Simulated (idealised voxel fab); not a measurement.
Process module heading - voxel ribs on slabs
Each square cell in cross-section cut measures 5 nm, and the section as a whole is 215 nm wide.
How to read a cross-section here: the picture is a grid of square cells, written as bands going from the top down, and any band can span one or more rows of cells.
Heights first: top, then bottom, in nm. Then materials, left to right, each with a width in nm. "all across" on a single material: fills the band edge to edge. "blank": empty space.
Basically, 0 is our baseline, since under it the wafer straight out of the box is all one material. The bottom band has no lower end and keeps on going down, so it looks like "0..down".
Graded width ("30..40"): value in top row of band = first number; value in bottom row = second number; row-to-row change constant.
Where the words "remains unaltered" appear for a step, the cross-section shows no cell changed by that step; every cell remained as before.
In the "Sealed voids" entry, you get each enclosed empty space of 8 cells or more, one with no open way to the top, written width x height at distance, distance from the left edge, in nm.
Text after the settings on a step's line: the simulator's own remark on that step.
overlay nm: step with mask; distance mask lay right of planned place; negative value = left of planned place.
## List of planned process steps
1) RECEIVE (material Si)
2) DIRECTIONAL_DEP (material SiO2; thk nm 30)
3) DIRECTIONAL_DEP (material polySi; thk nm 15)
4) PATTERN (tone cover; mask id RIB; material resist; width nm 15; thk nm 15; overlay nm 0)
5) DIRECTIONAL_ETCH (etch materials polySi; depth nm 10)
6) STRIP (etch materials resist)
7) DIRECTIONAL_DEP (material aC; thk nm 10)
8) PATTERN (tone cover; mask id SLAB; material resist; width nm 70; thk nm 30; overlay nm 0)
9) DIRECTIONAL_ETCH (etch materials aC; depth nm 10)
10) STRIP (etch materials resist)
11) DIRECTIONAL_ETCH (etch materials polySi; depth nm 5)
12) STRIP (etch materials aC)
13) FILL_DEP (material SiO2; thk nm 20)
14) CMP (height nm 55)
15) DIRECTIONAL_DEP (material TiN; thk nm 5)
16) DIRECTIONAL_DEP (material aC; thk nm 10)
17) PATTERN (tone cover; mask id HEATER; material resist; width nm 30; thk nm 30; overlay nm 0)
18) DIRECTIONAL_ETCH (etch materials aC; depth nm 10)
19) STRIP (etch materials resist)
20) DIRECTIONAL_ETCH (etch materials TiN; depth nm 5)
21) STRIP (etch materials aC)
22) CONFORMAL_DEP (material SiO2; thk nm 5)
Where the wafers of this document differ is in the width nm of step 4; they start out the same, and the plan states the value that applied to the first wafer.
## The first of several wafers, as received after step 1, seen in section
> 0..down = Si all across
> Sealed voids: none
## So in this table every wafer gets its own row, and what you see is where it stands at the end of the module: for each material, how many cells it picked up (+) or gave up (-) since we received it, and after that its closed voids
width nm 15, +498 SiO2, +6 TiN, +20 polySi, Sealed voids: none
width nm 20, +496 SiO2, +6 TiN, +22 polySi, Sealed voids: none
width nm 25, +494 SiO2, +6 TiN, +24 polySi, Sealed voids: none
width nm 30, +492 SiO2, +6 TiN, +26 polySi, Sealed voids: none
width nm 35, +490 SiO2, +6 TiN, +28 polySi, Sealed voids: none
